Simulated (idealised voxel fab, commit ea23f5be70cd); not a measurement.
The document below concerns the process module designated voxel self aligned contacts.
Square cells of 5 nm make up the cross-section cut, whose width is 210 nm.
In this document a cross-section is written as a grid of square cells. It is given as a series of bands, listed from the top down, and a band is one or more rows of cells. Each band's line starts with the height of the band's top and of its bottom, in nm. Then come its materials from left to right, each with its width in nm. One material with "throughout" fills the band from edge to edge. "empty" is empty space. Heights are expressed relative to 0, this being the level below which the as-received wafer comprises one material exclusively. The lowest band is unbounded in the downward direction and is denoted as in "0 down". The notation "30 to 40" denotes a width that varies across the rows of cells in the band, beginning at the first number in the top row, finishing at the second number in the bottom row, and changing by an identical amount from each row to the next. A step reported as "everything unchanged" is a step in which no cell of the cross-section changed. Under "Internal closed voids" you'll find the enclosed gaps, the ones with no way out to the top, that are 8 cells or bigger; each reads width x height at distance, with distance counted from the left edge, everything in nm. Whatever follows a step's settings on its line is a remark the simulator itself makes about that step. overlay nm: step with mask; distance mask lay right of planned place; negative value = left of planned place.

THE FOLLOWING LIST GIVES THE PLANNED PROCESS STEPS
1. RECEIVE | material Si
2. OXIDIZE | depth nm 5
3. DIRECTIONAL_DEP | material polySi | thk nm 30
4. DIRECTIONAL_DEP | material SiN | thk nm 20
5. PATTERN | tone cover | mask id GATE | material resist | width nm 30 | pitch nm 65 | thk nm 20 | overlay nm 0
6. DIRECTIONAL_ETCH | etch materials SiN | depth nm 20
7. DIRECTIONAL_ETCH | etch materials polySi | depth nm 30
8. STRIP | etch materials resist
9. CONFORMAL_DEP | material SiN | thk nm 10
10. DIRECTIONAL_ETCH | etch materials SiN | depth nm 10
11. FILL_DEP | material SiO2 | thk nm 15
12. CMP | height nm 55
13. PATTERN | tone open | mask id CONTACT | material resist | width nm 45 | pitch nm 65 | thk nm 15 | overlay nm 0
14. DIRECTIONAL_ETCH | etch materials SiO2 | depth nm 60
15. STRIP | etch materials resist
16. CONFORMAL_DEP | material TiN | thk nm 5
17. FILL_DEP | material W | thk nm 5
18. CMP | height nm 55
19. CONFORMAL_DEP | material SiCN | thk nm 5

ON THE FIRST OF THE TWO WAFERS: RUN CONDUCTED ACCORDING TO PLAN

CROSS-SECTION, INCOMING MATERIAL, AFTER STEP 1
  0 down  Si throughout
  Internal closed voids: none

WAFER XSEC, POST STEP 2
  0 to -5  SiO2 throughout
  Nothing below the height -5 has changed.

WAFER XSEC, POST STEP 3
  30 to 0  polySi throughout
  Nothing below the height 0 has changed.

WAFER XSEC, POST STEP 4
  50 to 30  SiN throughout
  Nothing below the height 30 has changed.

WAFER XSEC, POST STEP 5
  70 to 50  25 of empty, 30 of resist, 35 of empty, 30 of resist, 35 of empty, 30 of resist, 25 of empty
  Nothing below the height 50 has changed.

WAFER XSEC, POST STEP 6
  70 to 50  25 of empty, 30 of resist, 35 of empty, 30 of resist, 35 of empty, 30 of resist, 25 of empty
  50 to 30  25 of empty, 30 of SiN, 35 of empty, 30 of SiN, 35 of empty, 30 of SiN, 25 of empty
  Nothing below the height 30 has changed.

WAFER XSEC, POST STEP 7
  70 to 50  25 of empty, 30 of resist, 35 of empty, 30 of resist, 35 of empty, 30 of resist, 25 of empty
  50 to 30  25 of empty, 30 of SiN, 35 of empty, 30 of SiN, 35 of empty, 30 of SiN, 25 of empty
  30 to 0  25 of empty, 30 of polySi, 35 of empty, 30 of polySi, 35 of empty, 30 of polySi, 25 of empty
  Nothing below the height 0 has changed.

WAFER XSEC, POST STEP 8
  50 to 30  25 of empty, 30 of SiN, 35 of empty, 30 of SiN, 35 of empty, 30 of SiN, 25 of empty
  Nothing below the height 30 has changed.

WAFER XSEC, POST STEP 9
  60 to 30  15 of empty, 50 of SiN, 15 of empty, 50 of SiN, 15 of empty, 50 of SiN, 15 of empty
  30 to 10  15 of empty, 10 of SiN, 30 of polySi, 10 of SiN, 15 of empty, 10 of SiN, 30 of polySi, 10 of SiN, 15 of empty, 10 of SiN, 30 of polySi, 10 of SiN, 15 of empty
  10 to 0  25 of SiN, 30 of polySi, 35 of SiN, 30 of polySi, 35 of SiN, 30 of polySi, 25 of SiN
  Nothing below the height 0 has changed.

WAFER XSEC, POST STEP 10
  50 to 30  15 of empty, 50 of SiN, 15 of empty, 50 of SiN, 15 of empty, 50 of SiN, 15 of empty
  30 to 0  15 of empty, 10 of SiN, 30 of polySi, 10 of SiN, 15 of empty, 10 of SiN, 30 of polySi, 10 of SiN, 15 of empty, 10 of SiN, 30 of polySi, 10 of SiN, 15 of empty
  Nothing below the height 0 has changed.

WAFER XSEC, POST STEP 11
  65 to 50  SiO2 throughout
  50 to 30  15 of SiO2, 50 of SiN, 15 of SiO2, 50 of SiN, 15 of SiO2, 50 of SiN, 15 of SiO2
  30 to 0  15 of SiO2, 10 of SiN, 30 of polySi, 10 of SiN, 15 of SiO2, 10 of SiN, 30 of polySi, 10 of SiN, 15 of SiO2, 10 of SiN, 30 of polySi, 10 of SiN, 15 of SiO2
  Nothing below the height 0 has changed.

WAFER XSEC, POST STEP 12
  55 to 50  SiO2 throughout
  Nothing below the height 50 has changed.

WAFER XSEC, POST STEP 13
  70 to 55  50 of resist, 45 of empty, 20 of resist, 45 of empty, 50 of resist
  Nothing below the height 55 has changed.

WAFER XSEC, POST STEP 14
  70 to 55  50 of resist, 45 of empty, 20 of resist, 45 of empty, 50 of resist
  55 to 50  50 of SiO2, 45 of empty, 20 of SiO2, 45 of empty, 50 of SiO2
  50 to 30  15 of SiO2, 50 of SiN, 15 of empty, 50 of SiN, 15 of empty, 50 of SiN, 15 of SiO2
  30 to 0  15 of SiO2, 10 of SiN, 30 of polySi, 10 of SiN, 15 of empty, 10 of SiN, 30 of polySi, 10 of SiN, 15 of empty, 10 of SiN, 30 of polySi, 10 of SiN, 15 of SiO2
  0 to -5  65 of SiO2, 15 of empty, 50 of SiO2, 15 of empty, 65 of SiO2
  Nothing below the height -5 has changed.

WAFER XSEC, POST STEP 15
  55 to 50  50 of SiO2, 45 of empty, 20 of SiO2, 45 of empty, 50 of SiO2
  Nothing below the height 50 has changed.

WAFER XSEC, POST STEP 16
  60 to 55  55 of TiN, 35 of empty, 30 of TiN, 35 of empty, 55 of TiN
  55 to 50  50 of SiO2, 20 of TiN, 5 of empty, 20 of TiN, 20 of SiO2, 20 of TiN, 5 of empty, 20 of TiN, 50 of SiO2
  50 to 30  15 of SiO2, 50 of SiN, 5 of TiN, 5 of empty, 5 of TiN, 50 of SiN, 5 of TiN, 5 of empty, 5 of TiN, 50 of SiN, 15 of SiO2
  30 to 0  15 of SiO2, 10 of SiN, 30 of polySi, 10 of SiN, 5 of TiN, 5 of empty, 5 of TiN, 10 of SiN, 30 of polySi, 10 of SiN, 5 of TiN, 5 of empty, 5 of TiN, 10 of SiN, 30 of polySi, 10 of SiN, 15 of SiO2
  0 to -5  65 of SiO2, 15 of TiN, 50 of SiO2, 15 of TiN, 65 of SiO2
  Nothing below the height -5 has changed.

WAFER XSEC, POST STEP 17
  65 to 60  W throughout
  60 to 55  55 of TiN, 35 of W, 30 of TiN, 35 of W, 55 of TiN
  55 to 50  50 of SiO2, 20 of TiN, 5 of W, 20 of TiN, 20 of SiO2, 20 of TiN, 5 of W, 20 of TiN, 50 of SiO2
  50 to 30  15 of SiO2, 50 of SiN, 5 of TiN, 5 of W, 5 of TiN, 50 of SiN, 5 of TiN, 5 of W, 5 of TiN, 50 of SiN, 15 of SiO2
  30 to 0  15 of SiO2, 10 of SiN, 30 of polySi, 10 of SiN, 5 of TiN, 5 of W, 5 of TiN, 10 of SiN, 30 of polySi, 10 of SiN, 5 of TiN, 5 of W, 5 of TiN, 10 of SiN, 30 of polySi, 10 of SiN, 15 of SiO2
  Nothing below the height 0 has changed.

WAFER XSEC, POST STEP 18
  55 to 50  50 of SiO2, 20 of TiN, 5 of W, 20 of TiN, 20 of SiO2, 20 of TiN, 5 of W, 20 of TiN, 50 of SiO2
  Nothing below the height 50 has changed.

WAFER XSEC, POST STEP 19
  60 to 55  SiCN throughout
  Nothing below the height 55 has changed.

IT IS TO BE NOTED THAT THE SECOND WAFER PROCEEDED FROM THE SAME INITIAL STATE AND ACCORDING TO THE SAME PLAN AS THE FIRST, ALTHOUGH ONE MISTAKE WAS COMMITTED IN ITS EXECUTION; THROUGH STEP 12, INCLUSIVE, THE TWO WAFERS SHARE AN IDENTICAL HISTORY

CROSS-SECTION: SECOND WAFER, TIME AT WHICH STEP 13 WAS SCHEDULED TO END
  70 to 55  50 of empty, 45 of resist, 20 of empty, 45 of resist, 50 of empty
  Nothing below the height 55 has changed.

CROSS-SECTION: SECOND WAFER, TIME AT WHICH STEP 14 WAS SCHEDULED TO END
  70 to 55  50 of empty, 45 of resist, 20 of empty, 45 of resist, 50 of empty
  55 to 50  50 of empty, 45 of SiO2, 20 of empty, 45 of SiO2, 50 of empty
  50 to 30  15 of empty, 50 of SiN, 15 of SiO2, 50 of SiN, 15 of SiO2, 50 of SiN, 15 of empty
  30 to 0  15 of empty, 10 of SiN, 30 of polySi, 10 of SiN, 15 of SiO2, 10 of SiN, 30 of polySi, 10 of SiN, 15 of SiO2, 10 of SiN, 30 of polySi, 10 of SiN, 15 of empty
  0 to -5  15 of empty, 180 of SiO2, 15 of empty
  Nothing below the height -5 has changed.

CROSS-SECTION: SECOND WAFER, TIME AT WHICH STEP 15 WAS SCHEDULED TO END
  55 to 50  50 of empty, 45 of SiO2, 20 of empty, 45 of SiO2, 50 of empty
  Nothing below the height 50 has changed.

CROSS-SECTION: SECOND WAFER, TIME AT WHICH STEP 16 WAS SCHEDULED TO END
  60 to 55  45 of empty, 55 of TiN, 10 of empty, 55 of TiN, 45 of empty
  55 to 50  10 of empty, 40 of TiN, 45 of SiO2, 20 of TiN, 45 of SiO2, 40 of TiN, 10 of empty
  50 to 30  10 of empty, 5 of TiN, 50 of SiN, 15 of SiO2, 50 of SiN, 15 of SiO2, 50 of SiN, 5 of TiN, 10 of empty
  30 to 0  10 of empty, 5 of TiN, 10 of SiN, 30 of polySi, 10 of SiN, 15 of SiO2, 10 of SiN, 30 of polySi, 10 of SiN, 15 of SiO2, 10 of SiN, 30 of polySi, 10 of SiN, 5 of TiN, 10 of empty
  0 to -5  15 of TiN, 180 of SiO2, 15 of TiN
  Nothing below the height -5 has changed.

CROSS-SECTION: SECOND WAFER, TIME AT WHICH STEP 17 WAS SCHEDULED TO END
  65 to 60  W throughout
  60 to 55  45 of W, 55 of TiN, 10 of W, 55 of TiN, 45 of W
  55 to 50  10 of W, 40 of TiN, 45 of SiO2, 20 of TiN, 45 of SiO2, 40 of TiN, 10 of W
  50 to 30  10 of W, 5 of TiN, 50 of SiN, 15 of SiO2, 50 of SiN, 15 of SiO2, 50 of SiN, 5 of TiN, 10 of W
  30 to 0  10 of W, 5 of TiN, 10 of SiN, 30 of polySi, 10 of SiN, 15 of SiO2, 10 of SiN, 30 of polySi, 10 of SiN, 15 of SiO2, 10 of SiN, 30 of polySi, 10 of SiN, 5 of TiN, 10 of W
  Nothing below the height 0 has changed.

CROSS-SECTION: SECOND WAFER, TIME AT WHICH STEP 18 WAS SCHEDULED TO END
  55 to 50  10 of W, 40 of TiN, 45 of SiO2, 20 of TiN, 45 of SiO2, 40 of TiN, 10 of W
  Nothing below the height 50 has changed.

CROSS-SECTION: SECOND WAFER, TIME AT WHICH STEP 19 WAS SCHEDULED TO END
  60 to 55  SiCN throughout
  Nothing below the height 55 has changed.
In executing the process, a mistake was made relative to the plan: in deviation from the planned setting, step 13 was conducted as PATTERN | tone cover | mask id CONTACT | material resist | width nm 45 | pitch nm 65 | thk nm 15 | overlay nm 0
at the end the second wafer has, in cells: -6 SiO2 | -16 TiN | +22 W
